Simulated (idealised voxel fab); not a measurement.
Process module name: voxel spacer lines
This is section cut - it's 175 nm across, gridded in 5 nm square cells.
In what follows, cross-sections appear as grids of square cells, described through bands that run from the top down, where every band is one or more rows of cells. Band: top height; bottom height; in nm. Then, left to right: material with width in nm, for each material. "full width": a single material spanning edge to edge. "air": empty space. The level at which height equals 0 is the one under which the wafer, as it arrives, is entirely one material. No lower edge exists for the bottom band, which continues downward and is notated as in "0 down". A width such as "30 to 40" changes by the same amount from each row of cells to the next, from the band's top row to its bottom row. "no change" -> step changed no cross-section cell. Entry "Enclosed internal cavities" = empty spaces >= 8 cells with no open way to the top; each as width x height at distance, distance from left edge, all nm. Post-settings text on a step line: simulator's own remark regarding the step. "overlay nm" denotes, for a step that has a mask, the displacement of the mask to the right of its planned place, with negative values corresponding to the left. Each of the pairs that make up the rest of this document says: here is the cross-section before one process step, here is the cross-section after it, drawn only down to the lowest band that changed, and here, under the pair, is the step lying between them with its settings. Different pairs may come from different runs of this module on the same starting wafer, so a pair continues from the pair above it only where its entry headed "Pre-step" says so.

Pre-step
	0 down = Si full width
	Enclosed internal cavities: none

Post-Process View
	10 to 0 = Al2O3 full width
	Everything under 0 stays put, no change at all.
	Enclosed internal cavities: none
Upper to lower cross-section via CONFORMAL_DEP | material Al2O3 | thk nm 10

Pre-step: per the after cross-section of the pair just above.

Post-Process View
	25 to 10 = W full width
	Everything under 10 stays put, no change at all.
	Enclosed internal cavities: none
Upper to lower cross-section via DIRECTIONAL_DEP | material W | thk nm 15

Pre-step: per the after cross-section of the pair just above.

Post-Process View
	55 to 25 = polySi full width
	Everything under 25 stays put, no change at all.
	Enclosed internal cavities: none
Upper to lower cross-section via DIRECTIONAL_DEP | material polySi | thk nm 30

Pre-step: per the after cross-section of the pair just above.

Post-Process View
	90 to 55 = air 30, resist 15, air 35, resist 15, air 35, resist 15, air 30
	Everything under 55 stays put, no change at all.
	Enclosed internal cavities: none
Upper to lower cross-section via PATTERN | tone cover | mask id MANDREL | material resist | width nm 15 | pitch nm 50 | thk nm 35 | overlay nm 0

Pre-step: per the after cross-section of the pair just above.

Post-Process View
	90 to 55 = air 30, resist 15, air 35, resist 15, air 35, resist 15, air 30
	55 to 25 = air 30, polySi 15, air 35, polySi 15, air 35, polySi 15, air 30
	Everything under 25 stays put, no change at all.
	Enclosed internal cavities: none
Upper to lower cross-section via DIRECTIONAL_ETCH | etch materials polySi | depth nm 30

Pre-step: per the after cross-section of the pair just above.

Post-Process View
	55 to 25 = air 30, polySi 15, air 35, polySi 15, air 35, polySi 15, air 30
	Everything under 25 stays put, no change at all.
	Enclosed internal cavities: none
Upper to lower cross-section via STRIP | etch materials resist

Pre-step: per the after cross-section of the pair just above.

Post-Process View
	65 to 55 = air 20, SiO2 35, air 15, SiO2 35, air 15, SiO2 35, air 20
	55 to 35 = air 20, SiO2 10, polySi 15, SiO2 10, air 15, SiO2 10, polySi 15, SiO2 10, air 15, SiO2 10, polySi 15, SiO2 10, air 20
	35 to 25 = SiO2 30, polySi 15, SiO2 35, polySi 15, SiO2 35, polySi 15, SiO2 30
	Everything under 25 stays put, no change at all.
	Enclosed internal cavities: none
Upper to lower cross-section via CONFORMAL_DEP | material SiO2 | thk nm 10

Pre-step: per the after cross-section of the pair just above.

Post-Process View
	55 to 25 = air 20, SiO2 10, polySi 15, SiO2 10, air 15, SiO2 10, polySi 15, SiO2 10, air 15, SiO2 10, polySi 15, SiO2 10, air 20
	Everything under 25 stays put, no change at all.
	Enclosed internal cavities: none
Upper to lower cross-section via DIRECTIONAL_ETCH | etch materials SiO2 | depth nm 10

Pre-step: per the after cross-section of the pair just above.

Post-Process View
	55 to 25 = air 20, SiO2 10, air 15, SiO2 10, air 15, SiO2 10, air 15, SiO2 10, air 15, SiO2 10, air 15, SiO2 10, air 20
	Everything under 25 stays put, no change at all.
	Enclosed internal cavities: none
Upper to lower cross-section via STRIP | etch materials polySi

Pre-step: per the after cross-section of the pair just above.

Post-Process View
	55 to 25 = air 20, SiO2 10, air 15, SiO2 10, air 15, SiO2 10, air 15, SiO2 10, air 15, SiO2 10, air 15, SiO2 10, air 20
	25 to 10 = air 20, W 10, air 15, W 10, air 15, W 10, air 15, W 10, air 15, W 10, air 15, W 10, air 20
	Everything under 10 stays put, no change at all.
	Enclosed internal cavities: none
Upper to lower cross-section via DIRECTIONAL_ETCH | etch materials W | depth nm 15

Pre-step: per the after cross-section of the pair just above.

Post-Process View
	25 to 10 = air 20, W 10, air 15, W 10, air 15, W 10, air 15, W 10, air 15, W 10, air 15, W 10, air 20
	Everything under 10 stays put, no change at all.
	Enclosed internal cavities: none
Upper to lower cross-section via STRIP | etch materials SiO2

Pre-step: per the after cross-section of the pair just above.

Post-Process View
	35 to 25 = lowk full width
	25 to 10 = lowk 20, W 10, lowk 15, W 10, lowk 15, W 10, lowk 15, W 10, lowk 15, W 10, lowk 15, W 10, lowk 20
	Everything under 10 stays put, no change at all.
	Enclosed internal cavities: none
Upper to lower cross-section via FILL_DEP | material lowk | thk nm 10

Pre-step: per the after cross-section of the pair just above.

Post-Process View
	25 to 10 = lowk 20, W 10, lowk 15, W 10, lowk 15, W 10, lowk 15, W 10, lowk 15, W 10, lowk 15, W 10, lowk 20
	Everything under 10 stays put, no change at all.
	Enclosed internal cavities: none
Upper to lower cross-section via CMP | height nm 25

Pre-step
	0 down = Si full width
	Enclosed internal cavities: none

Post-Process View
	15 to 0 = W full width
	Everything under 0 stays put, no change at all.
	Enclosed internal cavities: none
Upper to lower cross-section via DIRECTIONAL_DEP | material W | thk nm 15

Pre-step: per the after cross-section of the pair just above.

Post-Process View
	45 to 15 = polySi full width
	Everything under 15 stays put, no change at all.
	Enclosed internal cavities: none
Upper to lower cross-section via DIRECTIONAL_DEP | material polySi | thk nm 30

Pre-step: per the after cross-section of the pair just above.

Post-Process View
	80 to 45 = air 30, resist 15, air 35, resist 15, air 35, resist 15, air 30
	Everything under 45 stays put, no change at all.
	Enclosed internal cavities: none
Upper to lower cross-section via PATTERN | tone cover | mask id MANDREL | material resist | width nm 15 | pitch nm 50 | thk nm 35 | overlay nm 0

Pre-step: per the after cross-section of the pair just above.

Post-Process View
	80 to 45 = air 30, resist 15, air 35, resist 15, air 35, resist 15, air 30
	45 to 15 = air 30, polySi 15, air 35, polySi 15, air 35, polySi 15, air 30
	Everything under 15 stays put, no change at all.
	Enclosed internal cavities: none
Upper to lower cross-section via DIRECTIONAL_ETCH | etch materials polySi | depth nm 30

Pre-step: per the after cross-section of the pair just above.

Post-Process View
	45 to 15 = air 30, polySi 15, air 35, polySi 15, air 35, polySi 15, air 30
	Everything under 15 stays put, no change at all.
	Enclosed internal cavities: none
Upper to lower cross-section via STRIP | etch materials resist

Pre-step: per the after cross-section of the pair just above.

Post-Process View
	55 to 45 = air 20, SiO2 35, air 15, SiO2 35, air 15, SiO2 35, air 20
	45 to 25 = air 20, SiO2 10, polySi 15, SiO2 10, air 15, SiO2 10, polySi 15, SiO2 10, air 15, SiO2 10, polySi 15, SiO2 10, air 20
	25 to 15 = SiO2 30, polySi 15, SiO2 35, polySi 15, SiO2 35, polySi 15, SiO2 30
	Everything under 15 stays put, no change at all.
	Enclosed internal cavities: none
Upper to lower cross-section via CONFORMAL_DEP | material SiO2 | thk nm 10

Pre-step: per the after cross-section of the pair just above.

Post-Process View
	45 to 15 = air 20, SiO2 10, polySi 15, SiO2 10, air 15, SiO2 10, polySi 15, SiO2 10, air 15, SiO2 10, polySi 15, SiO2 10, air 20
	Everything under 15 stays put, no change at all.
	Enclosed internal cavities: none
Upper to lower cross-section via DIRECTIONAL_ETCH | etch materials SiO2 | depth nm 10

Pre-step: per the after cross-section of the pair just above.

Post-Process View
	45 to 15 = air 20, SiO2 10, air 15, SiO2 10, air 15, SiO2 10, air 15, SiO2 10, air 15, SiO2 10, air 15, SiO2 10, air 20
	Everything under 15 stays put, no change at all.
	Enclosed internal cavities: none
Upper to lower cross-section via STRIP | etch materials polySi

Pre-step: per the after cross-section of the pair just above.

Post-Process View
	45 to 15 = air 20, SiO2 10, air 15, SiO2 10, air 15, SiO2 10, air 15, SiO2 10, air 15, SiO2 10, air 15, SiO2 10, air 20
	15 to 0 = air 20, W 10, air 15, W 10, air 15, W 10, air 15, W 10, air 15, W 10, air 15, W 10, air 20
	Everything under 0 stays put, no change at all.
	Enclosed internal cavities: none
Upper to lower cross-section via DIRECTIONAL_ETCH | etch materials W | depth nm 15

Pre-step: per the after cross-section of the pair just above.

Post-Process View
	15 to 0 = air 20, W 10, air 15, W 10, air 15, W 10, air 15, W 10, air 15, W 10, air 15, W 10, air 20
	Everything under 0 stays put, no change at all.
	Enclosed internal cavities: none
Upper to lower cross-section via STRIP | etch materials SiO2

Pre-step: per the after cross-section of the pair just above.

Post-Process View
	25 to 15 = lowk full width
	15 to 0 = lowk 20, W 10, lowk 15, W 10, lowk 15, W 10, lowk 15, W 10, lowk 15, W 10, lowk 15, W 10, lowk 20
	Everything under 0 stays put, no change at all.
	Enclosed internal cavities: none
Upper to lower cross-section via FILL_DEP | material lowk | thk nm 10

Pre-step
	15 to 0 = W full width
	0 down = Si full width
	Enclosed internal cavities: none

Post-Process View
	25 to 15 = Al2O3 full width
	Everything under 15 stays put, no change at all.
	Enclosed internal cavities: none
Upper to lower cross-section via CONFORMAL_DEP | material Al2O3 | thk nm 10

Pre-step: per the after cross-section of the pair just above.

Post-Process View
	55 to 25 = polySi full width
	Everything under 25 stays put, no change at all.
	Enclosed internal cavities: none
Upper to lower cross-section via DIRECTIONAL_DEP | material polySi | thk nm 30

Pre-step: per the after cross-section of the pair just above.

Post-Process View
	90 to 55 = air 30, resist 15, air 35, resist 15, air 35, resist 15, air 30
	Everything under 55 stays put, no change at all.
	Enclosed internal cavities: none
Upper to lower cross-section via PATTERN | tone cover | mask id MANDREL | material resist | width nm 15 | pitch nm 50 | thk nm 35 | overlay nm 0

Pre-step: per the after cross-section of the pair just above.

Post-Process View
	90 to 55 = air 30, resist 15, air 35, resist 15, air 35, resist 15, air 30
	55 to 25 = air 30, polySi 15, air 35, polySi 15, air 35, polySi 15, air 30
	Everything under 25 stays put, no change at all.
	Enclosed internal cavities: none
Upper to lower cross-section via DIRECTIONAL_ETCH | etch materials polySi | depth nm 30

Pre-step: per the after cross-section of the pair just above.

Post-Process View
	55 to 25 = air 30, polySi 15, air 35, polySi 15, air 35, polySi 15, air 30
	Everything under 25 stays put, no change at all.
	Enclosed internal cavities: none
Upper to lower cross-section via STRIP | etch materials resist

Pre-step: per the after cross-section of the pair just above.

Post-Process View
	65 to 55 = air 20, SiO2 35, air 15, SiO2 35, air 15, SiO2 35, air 20
	55 to 35 = air 20, SiO2 10, polySi 15, SiO2 10, air 15, SiO2 10, polySi 15, SiO2 10, air 15, SiO2 10, polySi 15, SiO2 10, air 20
	35 to 25 = SiO2 30, polySi 15, SiO2 35, polySi 15, SiO2 35, polySi 15, SiO2 30
	Everything under 25 stays put, no change at all.
	Enclosed internal cavities: none
Upper to lower cross-section via CONFORMAL_DEP | material SiO2 | thk nm 10

Pre-step: per the after cross-section of the pair just above.

Post-Process View
	55 to 25 = air 20, SiO2 10, polySi 15, SiO2 10, air 15, SiO2 10, polySi 15, SiO2 10, air 15, SiO2 10, polySi 15, SiO2 10, air 20
	Everything under 25 stays put, no change at all.
	Enclosed internal cavities: none
Upper to lower cross-section via DIRECTIONAL_ETCH | etch materials SiO2 | depth nm 10

Pre-step: per the after cross-section of the pair just above.

Post-Process View
	55 to 25 = air 20, SiO2 10, air 15, SiO2 10, air 15, SiO2 10, air 15, SiO2 10, air 15, SiO2 10, air 15, SiO2 10, air 20
	Everything under 25 stays put, no change at all.
	Enclosed internal cavities: none
Upper to lower cross-section via STRIP | etch materials polySi

Pre-step: per the after cross-section of the pair just above.

Post-Process View
	25 to 15 = Al2O3 full width
	Everything under 15 stays put, no change at all.
	Enclosed internal cavities: none
Upper to lower cross-section via STRIP | etch materials SiO2

Pre-step: per the after cross-section of the pair just above.

Post-Process View
	35 to 25 = lowk full width
	Everything under 25 stays put, no change at all.
	Enclosed internal cavities: none
Upper to lower cross-section via FILL_DEP | material lowk | thk nm 10

Pre-step: per the after cross-section of the pair just above.

Post-Process View
	25 to 15 = Al2O3 full width
	Everything under 15 stays put, no change at all.
	Enclosed internal cavities: none
Upper to lower cross-section via CMP | height nm 25

Pre-step
	0 down = Si full width
	Enclosed internal cavities: none

Post-Process View
	15 to 0 = Al2O3 full width
	Everything under 0 stays put, no change at all.
	Enclosed internal cavities: none
Upper to lower cross-section via CONFORMAL_DEP | material Al2O3 | thk nm 15

Pre-step: per the after cross-section of the pair just above.

Post-Process View
	30 to 15 = W full width
	Everything under 15 stays put, no change at all.
	Enclosed internal cavities: none
Upper to lower cross-section via DIRECTIONAL_DEP | material W | thk nm 15

Pre-step: per the after cross-section of the pair just above.

Post-Process View
	60 to 30 = polySi full width
	Everything under 30 stays put, no change at all.
	Enclosed internal cavities: none
Upper to lower cross-section via DIRECTIONAL_DEP | material polySi | thk nm 30

Pre-step: per the after cross-section of the pair just above.

Post-Process View
	95 to 60 = air 30, resist 15, air 35, resist 15, air 35, resist 15, air 30
	Everything under 60 stays put, no change at all.
	Enclosed internal cavities: none
Upper to lower cross-section via PATTERN | tone cover | mask id MANDREL | material resist | width nm 15 | pitch nm 50 | thk nm 35 | overlay nm 0

Pre-step: per the after cross-section of the pair just above.

Post-Process View
	95 to 60 = air 30, resist 15, air 35, resist 15, air 35, resist 15, air 30
	60 to 30 = air 30, polySi 15, air 35, polySi 15, air 35, polySi 15, air 30
	Everything under 30 stays put, no change at all.
	Enclosed internal cavities: none
Upper to lower cross-section via DIRECTIONAL_ETCH | etch materials polySi | depth nm 30

Pre-step: per the after cross-section of the pair just above.

Post-Process View
	60 to 30 = air 30, polySi 15, air 35, polySi 15, air 35, polySi 15, air 30
	Everything under 30 stays put, no change at all.
	Enclosed internal cavities: none
Upper to lower cross-section via STRIP | etch materials resist

Pre-step: per the after cross-section of the pair just above.

Post-Process View
	70 to 60 = air 20, SiO2 35, air 15, SiO2 35, air 15, SiO2 35, air 20
	60 to 40 = air 20, SiO2 10, polySi 15, SiO2 10, air 15, SiO2 10, polySi 15, SiO2 10, air 15, SiO2 10, polySi 15, SiO2 10, air 20
	40 to 30 = SiO2 30, polySi 15, SiO2 35, polySi 15, SiO2 35, polySi 15, SiO2 30
	Everything under 30 stays put, no change at all.
	Enclosed internal cavities: none
Upper to lower cross-section via CONFORMAL_DEP | material SiO2 | thk nm 10

Pre-step: per the after cross-section of the pair just above.

Post-Process View
	60 to 30 = air 20, SiO2 10, polySi 15, SiO2 10, air 15, SiO2 10, polySi 15, SiO2 10, air 15, SiO2 10, polySi 15, SiO2 10, air 20
	Everything under 30 stays put, no change at all.
	Enclosed internal cavities: none
Upper to lower cross-section via DIRECTIONAL_ETCH | etch materials SiO2 | depth nm 10

Pre-step: per the after cross-section of the pair just above.

Post-Process View
	60 to 30 = air 20, SiO2 10, air 15, SiO2 10, air 15, SiO2 10, air 15, SiO2 10, air 15, SiO2 10, air 15, SiO2 10, air 20
	Everything under 30 stays put, no change at all.
	Enclosed internal cavities: none
Upper to lower cross-section via STRIP | etch materials polySi

Pre-step: per the after cross-section of the pair just above.

Post-Process View
	60 to 30 = air 20, SiO2 10, air 15, SiO2 10, air 15, SiO2 10, air 15, SiO2 10, air 15, SiO2 10, air 15, SiO2 10, air 20
	30 to 15 = air 20, W 10, air 15, W 10, air 15, W 10, air 15, W 10, air 15, W 10, air 15, W 10, air 20
	Everything under 15 stays put, no change at all.
	Enclosed internal cavities: none
Upper to lower cross-section via DIRECTIONAL_ETCH | etch materials W | depth nm 15

Pre-step: per the after cross-section of the pair just above.

Post-Process View
	30 to 15 = air 20, W 10, air 15, W 10, air 15, W 10, air 15, W 10, air 15, W 10, air 15, W 10, air 20
	Everything under 15 stays put, no change at all.
	Enclosed internal cavities: none
Upper to lower cross-section via STRIP | etch materials SiO2

Pre-step: per the after cross-section of the pair just above.

Post-Process View
	40 to 30 = lowk full width
	30 to 15 = lowk 20, W 10, lowk 15, W 10, lowk 15, W 10, lowk 15, W 10, lowk 15, W 10, lowk 15, W 10, lowk 20
	Everything under 15 stays put, no change at all.
	Enclosed internal cavities: none
Upper to lower cross-section via FILL_DEP | material lowk | thk nm 10

Pre-step: per the after cross-section of the pair just above.

Post-Process View
	25 to 15 = lowk 20, W 10, lowk 15, W 10, lowk 15, W 10, lowk 15, W 10, lowk 15, W 10, lowk 15, W 10, lowk 20
	Everything under 15 stays put, no change at all.
	Enclosed internal cavities: none
Upper to lower cross-section via CMP | height nm 25

Pre-step
	55 to 25 = polySi full width
	25 to 10 = W full width
	10 to 0 = Al2O3 full width
	0 down = Si full width
	Enclosed internal cavities: none

Post-Process View
	90 to 55 = air 25, resist 25, air 25, resist 25, air 25, resist 25, air 25
	Everything under 55 stays put, no change at all.
	Enclosed internal cavities: none
Upper to lower cross-section via PATTERN | tone cover | mask id MANDREL | material resist | width nm 25 | pitch nm 50 | thk nm 35 | overlay nm 0

Pre-step: per the after cross-section of the pair just above.

Post-Process View
	90 to 55 = air 25, resist 25, air 25, resist 25, air 25, resist 25, air 25
	55 to 25 = air 25, polySi 25, air 25, polySi 25, air 25, polySi 25, air 25
	Everything under 25 stays put, no change at all.
	Enclosed internal cavities: none
Upper to lower cross-section via DIRECTIONAL_ETCH | etch materials polySi | depth nm 30

Pre-step: per the after cross-section of the pair just above.

Post-Process View
	55 to 25 = air 25, polySi 25, air 25, polySi 25, air 25, polySi 25, air 25
	Everything under 25 stays put, no change at all.
	Enclosed internal cavities: none
Upper to lower cross-section via STRIP | etch materials resist

Pre-step: per the after cross-section of the pair just above.

Post-Process View
	65 to 55 = air 15, SiO2 45, air 5, SiO2 45, air 5, SiO2 45, air 15
	55 to 35 = air 15, SiO2 10, polySi 25, SiO2 10, air 5, SiO2 10, polySi 25, SiO2 10, air 5, SiO2 10, polySi 25, SiO2 10, air 15
	35 to 25 = SiO2 25, polySi 25, SiO2 25, polySi 25, SiO2 25, polySi 25, SiO2 25
	Everything under 25 stays put, no change at all.
	Enclosed internal cavities: none
Upper to lower cross-section via CONFORMAL_DEP | material SiO2 | thk nm 10

Pre-step: per the after cross-section of the pair just above.

Post-Process View
	55 to 25 = air 15, SiO2 10, polySi 25, SiO2 10, air 5, SiO2 10, polySi 25, SiO2 10, air 5, SiO2 10, polySi 25, SiO2 10, air 15
	Everything under 25 stays put, no change at all.
	Enclosed internal cavities: none
Upper to lower cross-section via DIRECTIONAL_ETCH | etch materials SiO2 | depth nm 10

Pre-step: per the after cross-section of the pair just above.

Post-Process View
	55 to 25 = air 15, SiO2 10, air 25, SiO2 10, air 5, SiO2 10, air 25, SiO2 10, air 5, SiO2 10, air 25, SiO2 10, air 15
	Everything under 25 stays put, no change at all.
	Enclosed internal cavities: none
Upper to lower cross-section via STRIP | etch materials polySi

Pre-step: per the after cross-section of the pair just above.

Post-Process View
	55 to 25 = air 15, SiO2 10, air 25, SiO2 10, air 5, SiO2 10, air 25, SiO2 10, air 5, SiO2 10, air 25, SiO2 10, air 15
	25 to 10 = air 15, W 10, air 25, W 10, air 5, W 10, air 25, W 10, air 5, W 10, air 25, W 10, air 15
	Everything under 10 stays put, no change at all.
	Enclosed internal cavities: none
Upper to lower cross-section via DIRECTIONAL_ETCH | etch materials W | depth nm 15

Pre-step: per the after cross-section of the pair just above.

Post-Process View
	25 to 10 = air 15, W 10, air 25, W 10, air 5, W 10, air 25, W 10, air 5, W 10, air 25, W 10, air 15
	Everything under 10 stays put, no change at all.
	Enclosed internal cavities: none
Upper to lower cross-section via STRIP | etch materials SiO2

Pre-step: per the after cross-section of the pair just above.

Post-Process View
	35 to 25 = lowk full width
	25 to 10 = lowk 15, W 10, lowk 25, W 10, lowk 5, W 10, lowk 25, W 10, lowk 5, W 10, lowk 25, W 10, lowk 15
	Everything under 10 stays put, no change at all.
	Enclosed internal cavities: none
Upper to lower cross-section via FILL_DEP | material lowk | thk nm 10

Pre-step: per the after cross-section of the pair just above.

Post-Process View
	25 to 10 = lowk 15, W 10, lowk 25, W 10, lowk 5, W 10, lowk 25, W 10, lowk 5, W 10, lowk 25, W 10, lowk 15
	Everything under 10 stays put, no change at all.
	Enclosed internal cavities: none
Upper to lower cross-section via CMP | height nm 25

Pre-step
	55 to 25 = polySi full width
	25 to 10 = W full width
	10 to 0 = Al2O3 full width
	0 down = Si full width
	Enclosed internal cavities: none

Post-Process View
	90 to 55 = air 35, resist 15, air 35, resist 15, air 35, resist 15, air 25
	Everything under 55 stays put, no change at all.
	Enclosed internal cavities: none
Upper to lower cross-section via PATTERN | tone cover | mask id MANDREL | material resist | width nm 15 | pitch nm 50 | thk nm 35 | overlay nm 5

Pre-step: per the after cross-section of the pair just above.

Post-Process View
	90 to 55 = air 35, resist 15, air 35, resist 15, air 35, resist 15, air 25
	55 to 25 = air 35, polySi 15, air 35, polySi 15, air 35, polySi 15, air 25
	Everything under 25 stays put, no change at all.
	Enclosed internal cavities: none
Upper to lower cross-section via DIRECTIONAL_ETCH | etch materials polySi | depth nm 30

Pre-step: per the after cross-section of the pair just above.

Post-Process View
	55 to 25 = air 35, polySi 15, air 35, polySi 15, air 35, polySi 15, air 25
	Everything under 25 stays put, no change at all.
	Enclosed internal cavities: none
Upper to lower cross-section via STRIP | etch materials resist

Pre-step: per the after cross-section of the pair just above.

Post-Process View
	65 to 55 = air 25, SiO2 35, air 15, SiO2 35, air 15, SiO2 35, air 15
	55 to 35 = air 25, SiO2 10, polySi 15, SiO2 10, air 15, SiO2 10, polySi 15, SiO2 10, air 15, SiO2 10, polySi 15, SiO2 10, air 15
	35 to 25 = SiO2 35, polySi 15, SiO2 35, polySi 15, SiO2 35, polySi 15, SiO2 25
	Everything under 25 stays put, no change at all.
	Enclosed internal cavities: none
Upper to lower cross-section via CONFORMAL_DEP | material SiO2 | thk nm 10

Pre-step: per the after cross-section of the pair just above.

Post-Process View
	55 to 25 = air 25, SiO2 10, polySi 15, SiO2 10, air 15, SiO2 10, polySi 15, SiO2 10, air 15, SiO2 10, polySi 15, SiO2 10, air 15
	Everything under 25 stays put, no change at all.
	Enclosed internal cavities: none
Upper to lower cross-section via DIRECTIONAL_ETCH | etch materials SiO2 | depth nm 10

Pre-step: per the after cross-section of the pair just above.

Post-Process View
	55 to 25 = air 25, SiO2 10, air 15, SiO2 10, air 15, SiO2 10, air 15, SiO2 10, air 15, SiO2 10, air 15, SiO2 10, air 15
	Everything under 25 stays put, no change at all.
	Enclosed internal cavities: none
Upper to lower cross-section via STRIP | etch materials polySi

Pre-step: per the after cross-section of the pair just above.

Post-Process View
	55 to 25 = air 25, SiO2 10, air 15, SiO2 10, air 15, SiO2 10, air 15, SiO2 10, air 15, SiO2 10, air 15, SiO2 10, air 15
	25 to 10 = air 25, W 10, air 15, W 10, air 15, W 10, air 15, W 10, air 15, W 10, air 15, W 10, air 15
	Everything under 10 stays put, no change at all.
	Enclosed internal cavities: none
Upper to lower cross-section via DIRECTIONAL_ETCH | etch materials W | depth nm 15

Pre-step: per the after cross-section of the pair just above.

Post-Process View
	25 to 10 = air 25, W 10, air 15, W 10, air 15, W 10, air 15, W 10, air 15, W 10, air 15, W 10, air 15
	Everything under 10 stays put, no change at all.
	Enclosed internal cavities: none
Upper to lower cross-section via STRIP | etch materials SiO2

Pre-step: per the after cross-section of the pair just above.

Post-Process View
	35 to 25 = lowk full width
	25 to 10 = lowk 25, W 10, lowk 15, W 10, lowk 15, W 10, lowk 15, W 10, lowk 15, W 10, lowk 15, W 10, lowk 15
	Everything under 10 stays put, no change at all.
	Enclosed internal cavities: none
Upper to lower cross-section via FILL_DEP | material lowk | thk nm 10

Pre-step: per the after cross-section of the pair just above.

Post-Process View
	25 to 10 = lowk 25, W 10, lowk 15, W 10, lowk 15, W 10, lowk 15, W 10, lowk 15, W 10, lowk 15, W 10, lowk 15
	Everything under 10 stays put, no change at all.
	Enclosed internal cavities: none
Upper to lower cross-section via CMP | height nm 25

Pre-step
	25 to 10 = air 20, W 10, air 15, W 10, air 15, W 10, air 15, W 10, air 15, W 10, air 15, W 10, air 20
	10 to 0 = Al2O3 full width
	0 down = Si full width
	Enclosed internal cavities: none

Post-Process View
	35 to 25 = Al2O3 full width
	25 to 10 = Al2O3 20, W 10, Al2O3 15, W 10, Al2O3 15, W 10, Al2O3 15, W 10, Al2O3 15, W 10, Al2O3 15, W 10, Al2O3 20
	Everything under 10 stays put, no change at all.
	Enclosed internal cavities: none
Upper to lower cross-section via FILL_DEP | material Al2O3 | thk nm 10

Pre-step: per the after cross-section of the pair just above.

Post-Process View
	25 to 10 = Al2O3 20, W 10, Al2O3 15, W 10, Al2O3 15, W 10, Al2O3 15, W 10, Al2O3 15, W 10, Al2O3 15, W 10, Al2O3 20
	Everything under 10 stays put, no change at all.
	Enclosed internal cavities: none
Upper to lower cross-section via CMP | height nm 25
